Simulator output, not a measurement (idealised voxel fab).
The process module that follows is named voxel ribs on slabs.
Cross-sectional view cut (width: 140 nm; square cell size: 5 nm).
How to read a cross-section here: the picture is a grid of square cells, written as bands going from the top down, and any band can span one or more rows of cells. Each band's line starts with the height of the band's top and of its bottom, in nm. Then come its materials from left to right, each with its width in nm. One material with "full width" fills the band from edge to edge. "blank" is empty space. Ref level 0: as-received wafer is one material below here. Bottom band extends down with no lower bound ("0 nm and below"). Think of "30..40" as a width that walks from the first number to the second as you go down the band, top row to bottom row, taking equal-sized steps from row to row. "remains unaltered" after a step means that no cell of the cross-section changed. "closed voids" specifies each empty space that is not open to the top and that occupies no fewer than 8 cells, using the form width x height at distance, the distance measured from the left edge and all three quantities in nm. Note: text after step settings on the step line = simulator remark on that step. What "overlay nm" on a step's line means: if the step has a mask, that mask lay this far to the right of its planned place, or, when the value is negative, to the left.
Process steps foreseen in the plan
1) RECEIVE (material Si)
2) DIRECTIONAL_DEP (material SiO2; thk nm 15)
3) DIRECTIONAL_DEP (material polySi; thk nm 20)
4) PATTERN (tone cover; mask id RIB; material resist; width nm 30; thk nm 20; overlay nm 0)
5) DIRECTIONAL_ETCH (etch materials polySi; depth nm 15)
6) STRIP (etch materials resist)
7) DIRECTIONAL_DEP (material aC; thk nm 15)
8) PATTERN (tone cover; mask id SLAB; material resist; width nm 60; thk nm 35; overlay nm 0)
9) DIRECTIONAL_ETCH (etch materials aC; depth nm 15)
10) STRIP (etch materials resist)
11) DIRECTIONAL_ETCH (etch materials polySi; depth nm 5)
12) STRIP (etch materials aC)
13) FILL_DEP (material SiO2; thk nm 15)
14) CMP (height nm 50)
15) DIRECTIONAL_DEP (material TiN; thk nm 5)
16) MASKED_ETCH (tone cover; mask id HEATER; width nm 40; etch materials TiN; depth nm 5; overlay nm 0)
17) CONFORMAL_DEP (material SiO2; thk nm 5)
Variable across wafers: step 2 thk nm (plan value is that of the first wafer; starting state common to all).
As received, i.e. after step 1: cross-section through the first of several wafers
    0 nm and below: Si full width
    closed voids: none
At the end of the module, after its last step, step 17, the first of several wafers appears in cross-section as follows
    60 nm to 55 nm: 45 blank  50 SiO2  45 blank
    55 nm to 50 nm: 50 SiO2  40 TiN  50 SiO2
    50 nm to 35 nm: SiO2 full width
    35 nm to 20 nm: 55 SiO2  30 polySi  55 SiO2
    20 nm to 15 nm: 40 SiO2  60 polySi  40 SiO2
    15 nm to 0 nm: SiO2 full width
    0 nm and below: Si full width
    closed voids: none
Cross-section, module end, final of several wafers
    60 nm to 55 nm: 45 blank  50 SiO2  45 blank
    55 nm to 50 nm: 50 SiO2  40 TiN  50 SiO2
    50 nm to 40 nm: 55 SiO2  30 polySi  55 SiO2
    40 nm to 35 nm: 40 SiO2  60 polySi  40 SiO2
    35 nm to 0 nm: SiO2 full width
    0 nm and below: Si full width
    closed voids: none
Here is how to read the rows: every wafer has a row, and it shows the wafer at the end of the module, giving for each material how many cells were gained (+) or lost (-) since the wafer was received, then listing its closed voids
thk nm 15, +280 SiO2, +8 TiN, +30 polySi, closed voids: none
thk nm 20, +280 SiO2, +8 TiN, +30 polySi, closed voids: none
thk nm 25, +280 SiO2, +8 TiN, +30 polySi, closed voids: none
thk nm 30, +280 SiO2, +8 TiN, +30 polySi, closed voids: none
thk nm 35, +286 SiO2, +8 TiN, +24 polySi, closed voids: none
